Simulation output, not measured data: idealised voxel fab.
process module | voxel released beams
cross-section cut | 195 nm wide | cells 5 nm
A cross-section is a grid of square cells, given in bands from the top down. A band is one or more rows of cells.
Each band's line starts with the height of the band's top and of its bottom, in nm. Then come its materials from left to right, each with its width in nm. One material with "throughout" fills the band from edge to edge. "air" is empty space.
Height 0 is the level under which the wafer as received is all one material. The lowest band goes on downwards, as in "0 down".
A width such as "30 to 40" changes by the same amount from each row of cells to the next, from the band's top row to its bottom row.
"no change" after a step means that no cell of the cross-section changed.
closed voids: empty space of 8 cells or more with no open way to the top, each as width x height at its distance from the left edge, in nm
after a step's settings: what the simulator itself notes on the step
overlay nm, on a step with a mask: how far to the right of its planned place the mask lay; to the left if negative
plan
1 op RECEIVE | material Si
2 op CONFORMAL_DEP | material SiN | thk nm 5
3 op DIRECTIONAL_DEP | material SiO2 | thk nm 10
4 op MASKED_ETCH | tone open | mask id ANCHOR | width nm 45 | etch materials SiO2 | depth nm 10 | overlay nm 0
5 op CONFORMAL_DEP | material TiN | thk nm 15
6 op DIRECTIONAL_DEP | material aC | thk nm 10
7 op PATTERN | tone cover | mask id BEAM | material resist | width nm 120 | thk nm 30 | overlay nm 0
8 op DIRECTIONAL_ETCH | etch materials aC | depth nm 10
9 op STRIP | etch materials resist
10 op DIRECTIONAL_ETCH | etch materials TiN | depth nm 15
11 op STRIP | etch materials aC
12 op STRIP | etch materials SiO2
as received, after step 1
  0 down: Si throughout
  closed voids: none
a wafer at the end: this start, this plan, one mistake
  30 to 15: air 35 | TiN 120 | air 40
  15 to 10: SiN throughout
  10 to 0: SiO2 throughout
  0 down: Si throughout
  closed voids: none
what went wrong: steps 2 and 3 were swapped
